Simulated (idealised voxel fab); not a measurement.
This section sets out a process module, namely voxel air gaps.
Square cell edge 5 nm, section width 240 nm, ID cut.
Cross-section format: a grid of square cells, given as bands from top to bottom; each band is one or more rows of cells. Each band's line starts with the height of the band's top and of its bottom, in nm. Then come its materials from left to right, each with its width in nm. One material with "everywhere" fills the band from edge to edge. "blank" is empty space. Heads up on the height convention: 0 is the point under which the incoming wafer is all one material, and the lowest band has no bottom, it just keeps going down, like "0..down". The width entry "30->40" should be interpreted row by row: the top row of cells in the band takes the first number, the bottom row takes the second number, and the change between adjacent rows is uniform throughout. "remains unaltered" after a step means that no cell of the cross-section changed. In the "Catalogued sealed voids" entry, you get each enclosed empty space of 8 cells or more, one with no open way to the top, written width x height at distance, distance from the left edge, in nm. What comes after the settings on a step's line is commentary from the simulator itself on that step. A step's line can hold "overlay nm"; with a mask on that step, the setting says how far right of the planned place the mask lay, while a negative setting says it lay to the left. Pairs from here to the end. Each: cross-section before one process step, cross-section after it, the latter only as far down as the lowest band that changed. Under each: the step between, and its settings. Mind that the pairs may be taken from different runs of this module on the same starting wafer; whether a pair continues from the pair above depends on its entry headed "Before-step section", and it does only where that entry says so.
Before-step section:
	0..down  Si everywhere
	Catalogued sealed voids: none
Cross-Section Thereafter:
	15..0  SiO2 everywhere
	Beneath the level 0, the cross-section is identical to its previous state.
	Catalogued sealed voids: none
The two cross-sections above bracket this step: CONFORMAL_DEP with material SiO2, thk nm 15
Before-step section: The initial state for this step is given by the after cross-section of the immediately preceding pair.
Cross-Section Thereafter:
	20..15  SiN everywhere
	Beneath the level 15, the cross-section is identical to its previous state.
	Catalogued sealed voids: none
The two cross-sections above bracket this step: CONFORMAL_DEP with material SiN, thk nm 5
Before-step section: The initial state for this step is given by the after cross-section of the immediately preceding pair.
Cross-Section Thereafter:
	50..20  SiO2 everywhere
	Beneath the level 20, the cross-section is identical to its previous state.
	Catalogued sealed voids: none
The two cross-sections above bracket this step: DIRECTIONAL_DEP with material SiO2, thk nm 30
Before-step section: The initial state for this step is given by the after cross-section of the immediately preceding pair.
Cross-Section Thereafter:
	50..20  SiO2 50 nm, blank 25 nm, SiO2 30 nm, blank 25 nm, SiO2 30 nm, blank 25 nm, SiO2 55 nm
	Beneath the level 20, the cross-section is identical to its previous state.
	Catalogued sealed voids: none
The two cross-sections above bracket this step: MASKED_ETCH with tone open, mask id LINES, width nm 25, pitch nm 55, etch materials SiO2, depth nm 30, overlay nm 0
Before-step section: The initial state for this step is given by the after cross-section of the immediately preceding pair.
Cross-Section Thereafter:
	55..50  TiN 55 nm, blank 15 nm, TiN 40 nm, blank 15 nm, TiN 40 nm, blank 15 nm, TiN 60 nm
	50..25  SiO2 50 nm, TiN 5 nm, blank 15 nm, TiN 5 nm, SiO2 30 nm, TiN 5 nm, blank 15 nm, TiN 5 nm, SiO2 30 nm, TiN 5 nm, blank 15 nm, TiN 5 nm, SiO2 55 nm
	25..20  SiO2 50 nm, TiN 25 nm, SiO2 30 nm, TiN 25 nm, SiO2 30 nm, TiN 25 nm, SiO2 55 nm
	Beneath the level 20, the cross-section is identical to its previous state.
	Catalogued sealed voids: none
The two cross-sections above bracket this step: CONFORMAL_DEP with material TiN, thk nm 5
Before-step section: The initial state for this step is given by the after cross-section of the immediately preceding pair.
Cross-Section Thereafter:
	60..55  W everywhere
	55..50  TiN 55 nm, W 15 nm, TiN 40 nm, W 15 nm, TiN 40 nm, W 15 nm, TiN 60 nm
	50..25  SiO2 50 nm, TiN 5 nm, W 15 nm, TiN 5 nm, SiO2 30 nm, TiN 5 nm, W 15 nm, TiN 5 nm, SiO2 30 nm, TiN 5 nm, W 15 nm, TiN 5 nm, SiO2 55 nm
	Beneath the level 25, the cross-section is identical to its previous state.
	Catalogued sealed voids: none
The two cross-sections above bracket this step: FILL_DEP with material W, thk nm 5
Before-step section: The initial state for this step is given by the after cross-section of the immediately preceding pair.
Cross-Section Thereafter:
	50..25  SiO2 50 nm, TiN 5 nm, W 15 nm, TiN 5 nm, SiO2 30 nm, TiN 5 nm, W 15 nm, TiN 5 nm, SiO2 30 nm, TiN 5 nm, W 15 nm, TiN 5 nm, SiO2 55 nm
	Beneath the level 25, the cross-section is identical to its previous state.
	Catalogued sealed voids: none
The two cross-sections above bracket this step: CMP with height nm 50
Before-step section: The initial state for this step is given by the after cross-section of the immediately preceding pair.
Cross-Section Thereafter:
	60..50  blank 40 nm, Ru 45 nm, blank 10 nm, Ru 45 nm, blank 10 nm, Ru 45 nm, blank 45 nm
	Beneath the level 50, the cross-section is identical to its previous state.
	Catalogued sealed voids: none
The two cross-sections above bracket this step: EPI with material Ru, thk nm 10
Before-step section: The initial state for this step is given by the after cross-section of the immediately preceding pair.
Cross-Section Thereafter:
	60..50  blank 40 nm, Ru 45 nm, blank 10 nm, Ru 45 nm, blank 10 nm, Ru 45 nm, blank 45 nm
	50..25  blank 50 nm, TiN 5 nm, W 15 nm, TiN 5 nm, blank 30 nm, TiN 5 nm, W 15 nm, TiN 5 nm, blank 30 nm, TiN 5 nm, W 15 nm, TiN 5 nm, blank 55 nm
	25..20  blank 50 nm, TiN 25 nm, blank 30 nm, TiN 25 nm, blank 30 nm, TiN 25 nm, blank 55 nm
	Beneath the level 20, the cross-section is identical to its previous state.
	Catalogued sealed voids: none
The two cross-sections above bracket this step: SELECTIVE_ETCH with etch materials SiO2, depth nm 40
Before-step section: The initial state for this step is given by the after cross-section of the immediately preceding pair.
Cross-Section Thereafter:
	65..60  blank 35 nm, SiN 165 nm, blank 40 nm
	60..50  blank 35 nm, SiN 5 nm, Ru 45 nm, SiN 10 nm, Ru 45 nm, SiN 10 nm, Ru 45 nm, SiN 5 nm, blank 40 nm
	50..45  blank 35 nm, SiN 15 nm, TiN 5 nm, W 15 nm, TiN 5 nm, SiN 30 nm, TiN 5 nm, W 15 nm, TiN 5 nm, SiN 30 nm, TiN 5 nm, W 15 nm, TiN 5 nm, SiN 15 nm, blank 40 nm
	45..25  blank 45 nm, SiN 5 nm, TiN 5 nm, W 15 nm, TiN 5 nm, SiN 5 nm, blank 20 nm, SiN 5 nm, TiN 5 nm, W 15 nm, TiN 5 nm, SiN 5 nm, blank 20 nm, SiN 5 nm, TiN 5 nm, W 15 nm, TiN 5 nm, SiN 5 nm, blank 50 nm
	25..20  SiN 50 nm, TiN 25 nm, SiN 30 nm, TiN 25 nm, SiN 30 nm, TiN 25 nm, SiN 55 nm
	Beneath the level 20, the cross-section is identical to its previous state.
	Catalogued sealed voids: 20 x 20 at 80; 20 x 20 at 135
The two cross-sections above bracket this step: CONFORMAL_DEP with material SiN, thk nm 5
Before-step section:
	15..0  SiO2 everywhere
	0..down  Si everywhere
	Catalogued sealed voids: none
Cross-Section Thereafter:
	45..0  SiO2 everywhere
	Beneath the level 0, the cross-section is identical to its previous state.
	Catalogued sealed voids: none
The two cross-sections above bracket this step: DIRECTIONAL_DEP with material SiO2, thk nm 30
Before-step section: The initial state for this step is given by the after cross-section of the immediately preceding pair.
Cross-Section Thereafter:
	45..15  SiO2 50 nm, blank 25 nm, SiO2 30 nm, blank 25 nm, SiO2 30 nm, blank 25 nm, SiO2 55 nm
	Beneath the level 15, the cross-section is identical to its previous state.
	Catalogued sealed voids: none
The two cross-sections above bracket this step: MASKED_ETCH with tone open, mask id LINES, width nm 25, pitch nm 55, etch materials SiO2, depth nm 30, overlay nm 0
Before-step section: The initial state for this step is given by the after cross-section of the immediately preceding pair.
Cross-Section Thereafter:
	50..45  TiN 55 nm, blank 15 nm, TiN 40 nm, blank 15 nm, TiN 40 nm, blank 15 nm, TiN 60 nm
	45..20  SiO2 50 nm, TiN 5 nm, blank 15 nm, TiN 5 nm, SiO2 30 nm, TiN 5 nm, blank 15 nm, TiN 5 nm, SiO2 30 nm, TiN 5 nm, blank 15 nm, TiN 5 nm, SiO2 55 nm
	20..15  SiO2 50 nm, TiN 25 nm, SiO2 30 nm, TiN 25 nm, SiO2 30 nm, TiN 25 nm, SiO2 55 nm
	Beneath the level 15, the cross-section is identical to its previous state.
	Catalogued sealed voids: none
The two cross-sections above bracket this step: CONFORMAL_DEP with material TiN, thk nm 5
Before-step section: The initial state for this step is given by the after cross-section of the immediately preceding pair.
Cross-Section Thereafter:
	55..50  W everywhere
	50..45  TiN 55 nm, W 15 nm, TiN 40 nm, W 15 nm, TiN 40 nm, W 15 nm, TiN 60 nm
	45..20  SiO2 50 nm, TiN 5 nm, W 15 nm, TiN 5 nm, SiO2 30 nm, TiN 5 nm, W 15 nm, TiN 5 nm, SiO2 30 nm, TiN 5 nm, W 15 nm, TiN 5 nm, SiO2 55 nm
	Beneath the level 20, the cross-section is identical to its previous state.
	Catalogued sealed voids: none
The two cross-sections above bracket this step: FILL_DEP with material W, thk nm 5
Before-step section: The initial state for this step is given by the after cross-section of the immediately preceding pair.
Cross-Section Thereafter:
	50..45  TiN 55 nm, W 15 nm, TiN 40 nm, W 15 nm, TiN 40 nm, W 15 nm, TiN 60 nm
	Beneath the level 45, the cross-section is identical to its previous state.
	Catalogued sealed voids: none
The two cross-sections above bracket this step: CMP with height nm 50
Before-step section: The initial state for this step is given by the after cross-section of the immediately preceding pair.
Cross-Section Thereafter:
	60..50  Ru everywhere
	Beneath the level 50, the cross-section is identical to its previous state.
	Catalogued sealed voids: none
The two cross-sections above bracket this step: EPI with material Ru, thk nm 10
Before-step section: The initial state for this step is given by the after cross-section of the immediately preceding pair.
Cross-Section Thereafter:
	65..60  SiN everywhere
	Beneath the level 60, the cross-section is identical to its previous state.
	Catalogued sealed voids: none
The two cross-sections above bracket this step: CONFORMAL_DEP with material SiN, thk nm 5
Before-step section:
	15..0  SiO2 everywhere
	0..down  Si everywhere
	Catalogued sealed voids: none
Cross-Section Thereafter:
	30..0  SiO2 everywhere
	Beneath the level 0, the cross-section is identical to its previous state.
	Catalogued sealed voids: none
The two cross-sections above bracket this step: CONFORMAL_DEP with material SiO2, thk nm 15
Before-step section: The initial state for this step is given by the after cross-section of the immediately preceding pair.
Cross-Section Thereafter:
	35..30  SiN everywhere
	Beneath the level 30, the cross-section is identical to its previous state.
	Catalogued sealed voids: none
The two cross-sections above bracket this step: CONFORMAL_DEP with material SiN, thk nm 5
Before-step section: The initial state for this step is given by the after cross-section of the immediately preceding pair.
Cross-Section Thereafter:
	65..35  SiO2 everywhere
	Beneath the level 35, the cross-section is identical to its previous state.
	Catalogued sealed voids: none
The two cross-sections above bracket this step: DIRECTIONAL_DEP with material SiO2, thk nm 30
Before-step section: The initial state for this step is given by the after cross-section of the immediately preceding pair.
Cross-Section Thereafter:
	65..35  SiO2 50 nm, blank 25 nm, SiO2 30 nm, blank 25 nm, SiO2 30 nm, blank 25 nm, SiO2 55 nm
	Beneath the level 35, the cross-section is identical to its previous state.
	Catalogued sealed voids: none
The two cross-sections above bracket this step: MASKED_ETCH with tone open, mask id LINES, width nm 25, pitch nm 55, etch materials SiO2, depth nm 30, overlay nm 0
Before-step section: The initial state for this step is given by the after cross-section of the immediately preceding pair.
Cross-Section Thereafter:
	70..65  TiN 55 nm, blank 15 nm, TiN 40 nm, blank 15 nm, TiN 40 nm, blank 15 nm, TiN 60 nm
	65..40  SiO2 50 nm, TiN 5 nm, blank 15 nm, TiN 5 nm, SiO2 30 nm, TiN 5 nm, blank 15 nm, TiN 5 nm, SiO2 30 nm, TiN 5 nm, blank 15 nm, TiN 5 nm, SiO2 55 nm
	40..35  SiO2 50 nm, TiN 25 nm, SiO2 30 nm, TiN 25 nm, SiO2 30 nm, TiN 25 nm, SiO2 55 nm
	Beneath the level 35, the cross-section is identical to its previous state.
	Catalogued sealed voids: none
The two cross-sections above bracket this step: CONFORMAL_DEP with material TiN, thk nm 5
Before-step section: The initial state for this step is given by the after cross-section of the immediately preceding pair.
Cross-Section Thereafter:
	75..70  W everywhere
	70..65  TiN 55 nm, W 15 nm, TiN 40 nm, W 15 nm, TiN 40 nm, W 15 nm, TiN 60 nm
	65..40  SiO2 50 nm, TiN 5 nm, W 15 nm, TiN 5 nm, SiO2 30 nm, TiN 5 nm, W 15 nm, TiN 5 nm, SiO2 30 nm, TiN 5 nm, W 15 nm, TiN 5 nm, SiO2 55 nm
	Beneath the level 40, the cross-section is identical to its previous state.
	Catalogued sealed voids: none
The two cross-sections above bracket this step: FILL_DEP with material W, thk nm 5
Before-step section: The initial state for this step is given by the after cross-section of the immediately preceding pair.
Cross-Section Thereafter:
	50..40  SiO2 50 nm, TiN 5 nm, W 15 nm, TiN 5 nm, SiO2 30 nm, TiN 5 nm, W 15 nm, TiN 5 nm, SiO2 30 nm, TiN 5 nm, W 15 nm, TiN 5 nm, SiO2 55 nm
	Beneath the level 40, the cross-section is identical to its previous state.
	Catalogued sealed voids: none
The two cross-sections above bracket this step: CMP with height nm 50
Before-step section: The initial state for this step is given by the after cross-section of the immediately preceding pair.
Cross-Section Thereafter:
	60..50  blank 40 nm, Ru 45 nm, blank 10 nm, Ru 45 nm, blank 10 nm, Ru 45 nm, blank 45 nm
	Beneath the level 50, the cross-section is identical to its previous state.
	Catalogued sealed voids: none
The two cross-sections above bracket this step: EPI with material Ru, thk nm 10
Before-step section: The initial state for this step is given by the after cross-section of the immediately preceding pair.
Cross-Section Thereafter:
	60..50  blank 40 nm, Ru 45 nm, blank 10 nm, Ru 45 nm, blank 10 nm, Ru 45 nm, blank 45 nm
	50..40  blank 50 nm, TiN 5 nm, W 15 nm, TiN 5 nm, blank 30 nm, TiN 5 nm, W 15 nm, TiN 5 nm, blank 30 nm, TiN 5 nm, W 15 nm, TiN 5 nm, blank 55 nm
	40..35  blank 50 nm, TiN 25 nm, blank 30 nm, TiN 25 nm, blank 30 nm, TiN 25 nm, blank 55 nm
	Beneath the level 35, the cross-section is identical to its previous state.
	Catalogued sealed voids: none
The two cross-sections above bracket this step: SELECTIVE_ETCH with etch materials SiO2, depth nm 40
Before-step section: The initial state for this step is given by the after cross-section of the immediately preceding pair.
Cross-Section Thereafter:
	65..60  blank 35 nm, SiN 165 nm, blank 40 nm
	60..50  blank 35 nm, SiN 5 nm, Ru 45 nm, SiN 10 nm, Ru 45 nm, SiN 10 nm, Ru 45 nm, SiN 5 nm, blank 40 nm
	50..45  blank 35 nm, SiN 15 nm, TiN 5 nm, W 15 nm, TiN 5 nm, SiN 30 nm, TiN 5 nm, W 15 nm, TiN 5 nm, SiN 30 nm, TiN 5 nm, W 15 nm, TiN 5 nm, SiN 15 nm, blank 40 nm
	45..40  blank 45 nm, SiN 5 nm, TiN 5 nm, W 15 nm, TiN 5 nm, SiN 5 nm, blank 20 nm, SiN 5 nm, TiN 5 nm, W 15 nm, TiN 5 nm, SiN 5 nm, blank 20 nm, SiN 5 nm, TiN 5 nm, W 15 nm, TiN 5 nm, SiN 5 nm, blank 50 nm
	40..35  SiN 50 nm, TiN 25 nm, SiN 30 nm, TiN 25 nm, SiN 30 nm, TiN 25 nm, SiN 55 nm
	Beneath the level 35, the cross-section is identical to its previous state.
	Catalogued sealed voids: none
The two cross-sections above bracket this step: CONFORMAL_DEP with material SiN, thk nm 5
Before-step section:
	0..down  Si everywhere
	Catalogued sealed voids: none
Cross-Section Thereafter:
	5..0  SiN everywhere
	Beneath the level 0, the cross-section is identical to its previous state.
	Catalogued sealed voids: none
The two cross-sections above bracket this step: CONFORMAL_DEP with material SiN, thk nm 5
Before-step section: The initial state for this step is given by the after cross-section of the immediately preceding pair.
Cross-Section Thereafter:
	20..5  SiO2 everywhere
	Beneath the level 5, the cross-section is identical to its previous state.
	Catalogued sealed voids: none
The two cross-sections above bracket this step: CONFORMAL_DEP with material SiO2, thk nm 15
Before-step section: The initial state for this step is given by the after cross-section of the immediately preceding pair.
Cross-Section Thereafter:
	50..5  SiO2 everywhere
	Beneath the level 5, the cross-section is identical to its previous state.
	Catalogued sealed voids: none
The two cross-sections above bracket this step: DIRECTIONAL_DEP with material SiO2, thk nm 30
Before-step section: The initial state for this step is given by the after cross-section of the immediately preceding pair.
Cross-Section Thereafter:
	50..20  SiO2 50 nm, blank 25 nm, SiO2 30 nm, blank 25 nm, SiO2 30 nm, blank 25 nm, SiO2 55 nm
	Beneath the level 20, the cross-section is identical to its previous state.
	Catalogued sealed voids: none
The two cross-sections above bracket this step: MASKED_ETCH with tone open, mask id LINES, width nm 25, pitch nm 55, etch materials SiO2, depth nm 30, overlay nm 0
Before-step section: The initial state for this step is given by the after cross-section of the immediately preceding pair.
Cross-Section Thereafter:
	55..50  TiN 55 nm, blank 15 nm, TiN 40 nm, blank 15 nm, TiN 40 nm, blank 15 nm, TiN 60 nm
	50..25  SiO2 50 nm, TiN 5 nm, blank 15 nm, TiN 5 nm, SiO2 30 nm, TiN 5 nm, blank 15 nm, TiN 5 nm, SiO2 30 nm, TiN 5 nm, blank 15 nm, TiN 5 nm, SiO2 55 nm
	25..20  SiO2 50 nm, TiN 25 nm, SiO2 30 nm, TiN 25 nm, SiO2 30 nm, TiN 25 nm, SiO2 55 nm
	Beneath the level 20, the cross-section is identical to its previous state.
	Catalogued sealed voids: none
The two cross-sections above bracket this step: CONFORMAL_DEP with material TiN, thk nm 5
Before-step section: The initial state for this step is given by the after cross-section of the immediately preceding pair.
Cross-Section Thereafter:
	60..55  W everywhere
	55..50  TiN 55 nm, W 15 nm, TiN 40 nm, W 15 nm, TiN 40 nm, W 15 nm, TiN 60 nm
	50..25  SiO2 50 nm, TiN 5 nm, W 15 nm, TiN 5 nm, SiO2 30 nm, TiN 5 nm, W 15 nm, TiN 5 nm, SiO2 30 nm, TiN 5 nm, W 15 nm, TiN 5 nm, SiO2 55 nm
	Beneath the level 25, the cross-section is identical to its previous state.
	Catalogued sealed voids: none
The two cross-sections above bracket this step: FILL_DEP with material W, thk nm 5
Before-step section: The initial state for this step is given by the after cross-section of the immediately preceding pair.
Cross-Section Thereafter:
	50..25  SiO2 50 nm, TiN 5 nm, W 15 nm, TiN 5 nm, SiO2 30 nm, TiN 5 nm, W 15 nm, TiN 5 nm, SiO2 30 nm, TiN 5 nm, W 15 nm, TiN 5 nm, SiO2 55 nm
	Beneath the level 25, the cross-section is identical to its previous state.
	Catalogued sealed voids: none
The two cross-sections above bracket this step: CMP with height nm 50
Before-step section: The initial state for this step is given by the after cross-section of the immediately preceding pair.
Cross-Section Thereafter:
	60..50  blank 40 nm, Ru 45 nm, blank 10 nm, Ru 45 nm, blank 10 nm, Ru 45 nm, blank 45 nm
	Beneath the level 50, the cross-section is identical to its previous state.
	Catalogued sealed voids: none
The two cross-sections above bracket this step: EPI with material Ru, thk nm 10
Before-step section: The initial state for this step is given by the after cross-section of the immediately preceding pair.
Cross-Section Thereafter:
	60..50  blank 40 nm, Ru 45 nm, blank 10 nm, Ru 45 nm, blank 10 nm, Ru 45 nm, blank 45 nm
	50..25  blank 50 nm, TiN 5 nm, W 15 nm, TiN 5 nm, blank 30 nm, TiN 5 nm, W 15 nm, TiN 5 nm, blank 30 nm, TiN 5 nm, W 15 nm, TiN 5 nm, blank 55 nm
	25..20  blank 50 nm, TiN 25 nm, blank 30 nm, TiN 25 nm, blank 30 nm, TiN 25 nm, blank 55 nm
	20..10  blank 60 nm, SiO2 5 nm, blank 50 nm, SiO2 5 nm, blank 50 nm, SiO2 5 nm, blank 65 nm
	Beneath the level 10, the cross-section is identical to its previous state.
	Catalogued sealed voids: none
The two cross-sections above bracket this step: SELECTIVE_ETCH with etch materials SiO2, depth nm 40
Before-step section: The initial state for this step is given by the after cross-section of the immediately preceding pair.
Cross-Section Thereafter:
	65..60  blank 35 nm, SiN 165 nm, blank 40 nm
	60..50  blank 35 nm, SiN 5 nm, Ru 45 nm, SiN 10 nm, Ru 45 nm, SiN 10 nm, Ru 45 nm, SiN 5 nm, blank 40 nm
	50..45  blank 35 nm, SiN 15 nm, TiN 5 nm, W 15 nm, TiN 5 nm, SiN 30 nm, TiN 5 nm, W 15 nm, TiN 5 nm, SiN 30 nm, TiN 5 nm, W 15 nm, TiN 5 nm, SiN 15 nm, blank 40 nm
	45..25  blank 45 nm, SiN 5 nm, TiN 5 nm, W 15 nm, TiN 5 nm, SiN 5 nm, blank 20 nm, SiN 5 nm, TiN 5 nm, W 15 nm, TiN 5 nm, SiN 5 nm, blank 20 nm, SiN 5 nm, TiN 5 nm, W 15 nm, TiN 5 nm, SiN 5 nm, blank 50 nm
	25..20  blank 45 nm, SiN 5 nm, TiN 25 nm, SiN 5 nm, blank 20 nm, SiN 5 nm, TiN 25 nm, SiN 5 nm, blank 20 nm, SiN 5 nm, TiN 25 nm, SiN 5 nm, blank 50 nm
	20..15  blank 45 nm, SiN 15 nm, SiO2 5 nm, SiN 15 nm, blank 20 nm, SiN 15 nm, SiO2 5 nm, SiN 15 nm, blank 20 nm, SiN 15 nm, SiO2 5 nm, SiN 15 nm, blank 50 nm
	15..10  SiN 60 nm, SiO2 5 nm, SiN 50 nm, SiO2 5 nm, SiN 50 nm, SiO2 5 nm, SiN 65 nm
	Beneath the level 10, the cross-section is identical to its previous state.
	Catalogued sealed voids: 20 x 30 at 80; 20 x 30 at 135
The two cross-sections above bracket this step: CONFORMAL_DEP with material SiN, thk nm 5
Before-step section:
	50..25  SiO2 50 nm, TiN 5 nm, W 15 nm, TiN 5 nm, SiO2 30 nm, TiN 5 nm, W 15 nm, TiN 5 nm, SiO2 30 nm, TiN 5 nm, W 15 nm, TiN 5 nm, SiO2 55 nm
	25..20  SiO2 50 nm, TiN 25 nm, SiO2 30 nm, TiN 25 nm, SiO2 30 nm, TiN 25 nm, SiO2 55 nm
	20..15  SiN everywhere
	15..0  SiO2 everywhere
	0..down  Si everywhere
	Catalogued sealed voids: none
Cross-Section Thereafter:
	55..50  blank 45 nm, Ru 35 nm, blank 20 nm, Ru 35 nm, blank 20 nm, Ru 35 nm, blank 50 nm
	Beneath the level 50, the cross-section is identical to its previous state.
	Catalogued sealed voids: none
The two cross-sections above bracket this step: EPI with material Ru, thk nm 5
Before-step section: The initial state for this step is given by the after cross-section of the immediately preceding pair.
Cross-Section Thereafter:
	55..50  blank 45 nm, Ru 35 nm, blank 20 nm, Ru 35 nm, blank 20 nm, Ru 35 nm, blank 50 nm
	50..25  blank 50 nm, TiN 5 nm, W 15 nm, TiN 5 nm, blank 30 nm, TiN 5 nm, W 15 nm, TiN 5 nm, blank 30 nm, TiN 5 nm, W 15 nm, TiN 5 nm, blank 55 nm
	25..20  blank 50 nm, TiN 25 nm, blank 30 nm, TiN 25 nm, blank 30 nm, TiN 25 nm, blank 55 nm
	Beneath the level 20, the cross-section is identical to its previous state.
	Catalogued sealed voids: none
The two cross-sections above bracket this step: SELECTIVE_ETCH with etch materials SiO2, depth nm 40
Before-step section: The initial state for this step is given by the after cross-section of the immediately preceding pair.
Cross-Section Thereafter:
	60..55  blank 40 nm, SiN 45 nm, blank 10 nm, SiN 45 nm, blank 10 nm, SiN 45 nm, blank 45 nm
	55..50  blank 40 nm, SiN 5 nm, Ru 35 nm, SiN 5 nm, blank 10 nm, SiN 5 nm, Ru 35 nm, SiN 5 nm, blank 10 nm, SiN 5 nm, Ru 35 nm, SiN 5 nm, blank 45 nm
	50..45  blank 40 nm, SiN 10 nm, TiN 5 nm, W 15 nm, TiN 5 nm, SiN 10 nm, blank 10 nm, SiN 10 nm, TiN 5 nm, W 15 nm, TiN 5 nm, SiN 10 nm, blank 10 nm, SiN 10 nm, TiN 5 nm, W 15 nm, TiN 5 nm, SiN 10 nm, blank 45 nm
	45..25  blank 45 nm, SiN 5 nm, TiN 5 nm, W 15 nm, TiN 5 nm, SiN 5 nm, blank 20 nm, SiN 5 nm, TiN 5 nm, W 15 nm, TiN 5 nm, SiN 5 nm, blank 20 nm, SiN 5 nm, TiN 5 nm, W 15 nm, TiN 5 nm, SiN 5 nm, blank 50 nm
	25..20  SiN 50 nm, TiN 25 nm, SiN 30 nm, TiN 25 nm, SiN 30 nm, TiN 25 nm, SiN 55 nm
	Beneath the level 20, the cross-section is identical to its previous state.
	Catalogued sealed voids: none
The two cross-sections above bracket this step: CONFORMAL_DEP with material SiN, thk nm 5
Before-step section:
	50..20  SiO2 everywhere
	20..15  SiN everywhere
	15..0  SiO2 everywhere
	0..down  Si everywhere
	Catalogued sealed voids: none
Cross-Section Thereafter:
	50..20  SiO2 55 nm, blank 15 nm, SiO2 40 nm, blank 15 nm, SiO2 40 nm, blank 15 nm, SiO2 60 nm
	Beneath the level 20, the cross-section is identical to its previous state.
	Catalogued sealed voids: none
The two cross-sections above bracket this step: MASKED_ETCH with tone open, mask id LINES, width nm 15, pitch nm 55, etch materials SiO2, depth nm 30, overlay nm 0
Before-step section: The initial state for this step is given by the after cross-section of the immediately preceding pair.
Cross-Section Thereafter:
	55..50  TiN 60 nm, blank 5 nm, TiN 50 nm, blank 5 nm, TiN 50 nm, blank 5 nm, TiN 65 nm
	50..25  SiO2 55 nm, TiN 5 nm, blank 5 nm, TiN 5 nm, SiO2 40 nm, TiN 5 nm, blank 5 nm, TiN 5 nm, SiO2 40 nm, TiN 5 nm, blank 5 nm, TiN 5 nm, SiO2 60 nm
	25..20  SiO2 55 nm, TiN 15 nm, SiO2 40 nm, TiN 15 nm, SiO2 40 nm, TiN 15 nm, SiO2 60 nm
	Beneath the level 20, the cross-section is identical to its previous state.
	Catalogued sealed voids: none
The two cross-sections above bracket this step: CONFORMAL_DEP with material TiN, thk nm 5
Before-step section: The initial state for this step is given by the after cross-section of the immediately preceding pair.
Cross-Section Thereafter:
	60..55  W everywhere
	55..50  TiN 60 nm, W 5 nm, TiN 50 nm, W 5 nm, TiN 50 nm, W 5 nm, TiN 65 nm
	50..25  SiO2 55 nm, TiN 5 nm, W 5 nm, TiN 5 nm, SiO2 40 nm, TiN 5 nm, W 5 nm, TiN 5 nm, SiO2 40 nm, TiN 5 nm, W 5 nm, TiN 5 nm, SiO2 60 nm
	Beneath the level 25, the cross-section is identical to its previous state.
	Catalogued sealed voids: none
The two cross-sections above bracket this step: FILL_DEP with material W, thk nm 5
Before-step section: The initial state for this step is given by the after cross-section of the immediately preceding pair.
Cross-Section Thereafter:
	50..25  SiO2 55 nm, TiN 5 nm, W 5 nm, TiN 5 nm, SiO2 40 nm, TiN 5 nm, W 5 nm, TiN 5 nm, SiO2 40 nm, TiN 5 nm, W 5 nm, TiN 5 nm, SiO2 60 nm
	Beneath the level 25, the cross-section is identical to its previous state.
	Catalogued sealed voids: none
The two cross-sections above bracket this step: CMP with height nm 50
Before-step section: The initial state for this step is given by the after cross-section of the immediately preceding pair.
Cross-Section Thereafter:
	60..50  blank 45 nm, Ru 35 nm, blank 20 nm, Ru 35 nm, blank 20 nm, Ru 35 nm, blank 50 nm
	Beneath the level 50, the cross-section is identical to its previous state.
	Catalogued sealed voids: none
The two cross-sections above bracket this step: EPI with material Ru, thk nm 10
Before-step section: The initial state for this step is given by the after cross-section of the immediately preceding pair.
Cross-Section Thereafter:
	60..50  blank 45 nm, Ru 35 nm, blank 20 nm, Ru 35 nm, blank 20 nm, Ru 35 nm, blank 50 nm
	50..25  blank 55 nm, TiN 5 nm, W 5 nm, TiN 5 nm, blank 40 nm, TiN 5 nm, W 5 nm, TiN 5 nm, blank 40 nm, TiN 5 nm, W 5 nm, TiN 5 nm, blank 60 nm
	25..20  blank 55 nm, TiN 15 nm, blank 40 nm, TiN 15 nm, blank 40 nm, TiN 15 nm, blank 60 nm
	Beneath the level 20, the cross-section is identical to its previous state.
	Catalogued sealed voids: none
The two cross-sections above bracket this step: SELECTIVE_ETCH with etch materials SiO2, depth nm 40
Before-step section: The initial state for this step is given by the after cross-section of the immediately preceding pair.
Cross-Section Thereafter:
	65..60  blank 40 nm, SiN 45 nm, blank 10 nm, SiN 45 nm, blank 10 nm, SiN 45 nm, blank 45 nm
	60..50  blank 40 nm, SiN 5 nm, Ru 35 nm, SiN 5 nm, blank 10 nm, SiN 5 nm, Ru 35 nm, SiN 5 nm, blank 10 nm, SiN 5 nm, Ru 35 nm, SiN 5 nm, blank 45 nm
	50..45  blank 40 nm, SiN 15 nm, TiN 5 nm, W 5 nm, TiN 5 nm, SiN 15 nm, blank 10 nm, SiN 15 nm, TiN 5 nm, W 5 nm, TiN 5 nm, SiN 15 nm, blank 10 nm, SiN 15 nm, TiN 5 nm, W 5 nm, TiN 5 nm, SiN 15 nm, blank 45 nm
	45..25  blank 50 nm, SiN 5 nm, TiN 5 nm, W 5 nm, TiN 5 nm, SiN 5 nm, blank 30 nm, SiN 5 nm, TiN 5 nm, W 5 nm, TiN 5 nm, SiN 5 nm, blank 30 nm, SiN 5 nm, TiN 5 nm, W 5 nm, TiN 5 nm, SiN 5 nm, blank 55 nm
	25..20  SiN 55 nm, TiN 15 nm, SiN 40 nm, TiN 15 nm, SiN 40 nm, TiN 15 nm, SiN 60 nm
	Beneath the level 20, the cross-section is identical to its previous state.
	Catalogued sealed voids: none
The two cross-sections above bracket this step: CONFORMAL_DEP with material SiN, thk nm 5
Before-step section:
	50..20  SiO2 everywhere
	20..15  SiN everywhere
	15..0  SiO2 everywhere
	0..down  Si everywhere
	Catalogued sealed voids: none
Cross-Section Thereafter:
	50..20  SiO2 55 nm, blank 25 nm, SiO2 30 nm, blank 25 nm, SiO2 30 nm, blank 25 nm, SiO2 50 nm
	Beneath the level 20, the cross-section is identical to its previous state.
	Catalogued sealed voids: none
The two cross-sections above bracket this step: MASKED_ETCH with tone open, mask id LINES, width nm 25, pitch nm 55, etch materials SiO2, depth nm 30, overlay nm 5
Before-step section: The initial state for this step is given by the after cross-section of the immediately preceding pair.
Cross-Section Thereafter:
	55..50  TiN 60 nm, blank 15 nm, TiN 40 nm, blank 15 nm, TiN 40 nm, blank 15 nm, TiN 55 nm
	50..25  SiO2 55 nm, TiN 5 nm, blank 15 nm, TiN 5 nm, SiO2 30 nm, TiN 5 nm, blank 15 nm, TiN 5 nm, SiO2 30 nm, TiN 5 nm, blank 15 nm, TiN 5 nm, SiO2 50 nm
	25..20  SiO2 55 nm, TiN 25 nm, SiO2 30 nm, TiN 25 nm, SiO2 30 nm, TiN 25 nm, SiO2 50 nm
	Beneath the level 20, the cross-section is identical to its previous state.
	Catalogued sealed voids: none
The two cross-sections above bracket this step: CONFORMAL_DEP with material TiN, thk nm 5
